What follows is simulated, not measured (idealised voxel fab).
process module | voxel released beams
cross-section cut | 295 nm wide | cells 5 nm
A cross-section is a grid of square cells, given in bands from the top down. A band is one or more rows of cells.
Each band's line starts with the height of the band's top and of its bottom, in nm. Then come its materials from left to right, each with its width in nm. One material with "throughout" fills the band from edge to edge. "air" is empty space.
Height 0 is the level under which the wafer as received is all one material. The lowest band goes on downwards, as in "0 down".
A width such as "30 to 40" changes by the same amount from each row of cells to the next, from the band's top row to its bottom row.
"no change" after a step means that no cell of the cross-section changed.
closed voids: empty space of 8 cells or more with no open way to the top, each as width x height at its distance from the left edge, in nm
after a step's settings: what the simulator itself notes on the step
overlay nm, on a step with a mask: how far to the right of its planned place the mask lay; to the left if negative
plan
1 op RECEIVE | material Si
2 op CONFORMAL_DEP | material Al2O3 | thk nm 10
3 op DIRECTIONAL_DEP | material SiO2 | thk nm 20
4 op MASKED_ETCH | tone open | mask id ANCHOR | width nm 35 | etch materials SiO2 | depth nm 20 | overlay nm 0
5 op CONFORMAL_DEP | material W | thk nm 5
6 op DIRECTIONAL_DEP | material aC | thk nm 15
7 op PATTERN | tone cover | mask id BEAM | material resist | width nm 115 | thk nm 35 | overlay nm 0
8 op DIRECTIONAL_ETCH | etch materials aC | depth nm 15
9 op STRIP | etch materials resist
10 op DIRECTIONAL_ETCH | etch materials W | depth nm 10
11 op STRIP | etch materials aC
12 op STRIP | etch materials SiO2
varied across the wafers: thk nm of step 5. The plan shows the first wafer's value. All wafers start alike
first wafer as received, after step 1
  0 down: Si throughout
  closed voids: none
first wafer at the end, after step 12
  35 to 30: air 85 | W 10 | air 25 | W 80 | air 95
  30 to 15: air 90 | W 5 | air 25 | W 5 | air 170
  15 to 10: air 90 | W 35 | air 170
  10 to 0: Al2O3 throughout
  0 down: Si throughout
  closed voids: none
last wafer at the end
  55 to 45: air 85 | W 115 | air 95
  45 to 30: W throughout
  30 to 10: SiO2 90 | W 35 | SiO2 170
  10 to 0: Al2O3 throughout
  0 down: Si throughout
  closed voids: none
each wafer at the end: cells of each material gained (+) or lost (-) since it was received, then its closed voids
thk nm 5 | +118 Al2O3 | +31 W | closed voids: none
thk nm 10 | +118 Al2O3 | +62 W | closed voids: none
thk nm 15 | +118 Al2O3 | +208 SiO2 | +129 W | closed voids: none
thk nm 20 | +118 Al2O3 | +208 SiO2 | +192 W | closed voids: none
thk nm 25 | +118 Al2O3 | +208 SiO2 | +251 W | closed voids: none
